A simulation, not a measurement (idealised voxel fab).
The process module presented herein is designated voxel self aligned contacts.
Xsec cut, 185 nm wide, square cell size 5 nm.
When this document writes out a cross-section, it uses a grid of square cells and lists it as bands, beginning at the top and moving down, with a band standing for one or more rows of cells.
For a band, the entry starts with two heights in nm, that of the top and then that of the bottom, and carries on with the band's materials in order from left to right, each alongside its width in nm; the word "everywhere" beside a single material means it fills the band edge to edge, and "air" means empty space.
Heights are reckoned from 0. Under this level, the received wafer is all of one material. The bottommost band is open-ended downward, for example "0..down".
When a width is written as two numbers, as in "30->40", the first number is the width in the top row of cells of the band and the second is the width in its bottom row, and the width changes by the same amount from each row to the next.
Any step labelled "left unchanged" changed none of the cells in the cross-section.
In "Listed closed voids" the enclosed voids are listed, meaning empty spaces of 8 cells or larger without any opening to the top. The form is width x height at distance, distance from the left edge, units nm.
If you see something after the settings on a step's line, that's the simulator's own remark about that step.
"overlay nm" on a masked step: distance the mask lay right of its planned place, negative for left.
Set out below are the planned steps of the process:
1: RECEIVE | material Si
2: OXIDIZE | depth nm 5
3: DIRECTIONAL_DEP | material polySi | thk nm 30
4: DIRECTIONAL_DEP | material SiN | thk nm 15
5: PATTERN | tone cover | mask id GATE | material resist | width nm 15 | pitch nm 50 | thk nm 15 | overlay nm 0
6: DIRECTIONAL_ETCH | etch materials SiN | depth nm 15
7: DIRECTIONAL_ETCH | etch materials polySi | depth nm 30
8: STRIP | etch materials resist
9: CONFORMAL_DEP | material SiN | thk nm 5
10: DIRECTIONAL_ETCH | etch materials SiN | depth nm 5
11: FILL_DEP | material SiO2 | thk nm 15
12: CMP | height nm 50
13: MASKED_ETCH | tone open | mask id CONTACT | width nm 35 | etch materials SiO2 | depth nm 55 | overlay nm 0
14: CONFORMAL_DEP | material TiN | thk nm 5
15: FILL_DEP | material W | thk nm 5
16: CMP | height nm 50
17: CONFORMAL_DEP | material SiCN | thk nm 5
For this document, wafers share an identical start and vary in the step 5 width nm; the plan quotes the first wafer's value.
This is how the first of several wafers looked in cross-section when it arrived, which is after step 1:
* 0..down | Si everywhere
* Listed closed voids: none
Tabulated below, wafer by wafer, are the end-of-module results: for each material, the number of cells gained (+) or lost (-) relative to the as-received state, followed by the closed voids:
width nm 15 | -37 Si | +37 SiCN | +54 SiN | +260 SiO2 | +27 TiN | +30 W | +36 polySi | Listed closed voids: none
width nm 20 | -37 Si | +37 SiCN | +60 SiN | +252 SiO2 | +27 TiN | +20 W | +48 polySi | Listed closed voids: none
width nm 25 | -37 Si | +37 SiCN | +66 SiN | +244 SiO2 | +27 TiN | +10 W | +60 polySi | Listed closed voids: none
width nm 30 | -37 Si | +37 SiCN | +72 SiN | +236 SiO2 | +27 TiN | +72 polySi | Listed closed voids: none
width nm 35 | -37 Si | +37 SiCN | +78 SiN | +228 SiO2 | +17 TiN | +84 polySi | Listed closed voids: none
